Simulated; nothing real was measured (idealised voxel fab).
The following process module bears the name voxel trench capacitor.
Square cell edge 5 nm, section width 205 nm, ID cut.
The cross-sections in this document take the form of a grid made of square cells. They are written out as bands, in order from top to bottom. Each band consists of one or more rows of cells.
Basically the band line says how high the top is and how high the bottom is, in nm, and then what's in it from left to right, every material with its width in nm. Empty space shows up as "empty", and if a single material carries "throughout" it runs the full band edge to edge.
Heights from 0 (as-received wafer is one material below). Bottom band endless downward, as "0..down".
Quick explanation for "30->40": the width changes in equal steps down the rows of cells, from the first number in the band's top row to the second number in its bottom row.
Given "everything unchanged" for a step, no cell of the cross-section differs between before and after that step.
Look at "Voids lacking openings" for the closed voids: empty spaces with no open path to the top, sized 8 cells or up. Each is width x height at distance, distance from the left edge, all nm.
On a step's line, text after the settings is the simulator commenting on that step.
For masked steps, "overlay nm" on the step line gives how far right of plan the mask actually lay; a minus sign means it lay to the left.
### Process steps (planned)
- 1: RECEIVE, material Si
- 2: CONFORMAL_DEP, material SiN, thk nm 5
- 3: DIRECTIONAL_DEP, material aC, thk nm 10
- 4: PATTERN, tone open, mask id TRENCH, material resist, width nm 20, pitch nm 50, thk nm 30, overlay nm 0
- 5: DIRECTIONAL_ETCH, etch materials aC, depth nm 10
- 6: STRIP, etch materials resist
- 7: DIRECTIONAL_ETCH, etch materials SiN, depth nm 5
- 8: DIRECTIONAL_ETCH, etch materials Si, depth nm 25
- 9: STRIP, etch materials aC
- 10: CONFORMAL_DEP, material Al2O3, thk nm 5
- 11: FILL_DEP, material polySi, thk nm 5
- 12: CMP, height nm 5
### Shown in cross-section is the wafer as received, that is, as it stands after step 1
- 0..down | Si throughout
- Voids lacking openings: none
### Cross-section, end of module. Start: as above. Plan: as above. Execution: one mistake
- 5..0 | polySi: 65  Al2O3: 5  polySi: 10  Al2O3: 5  polySi: 30  Al2O3: 5  polySi: 10  Al2O3: 5  polySi: 70
- 0..-15 | Si: 65  Al2O3: 5  polySi: 10  Al2O3: 5  Si: 30  Al2O3: 5  polySi: 10  Al2O3: 5  Si: 70
- -15..-20 | Si: 65  Al2O3: 20  Si: 30  Al2O3: 20  Si: 70
- -20..down | Si throughout
- Voids lacking openings: none
In executing the process, a mistake was made relative to the plan: not per plan at step 2, really ran CONFORMAL_DEP, material polySi, thk nm 5
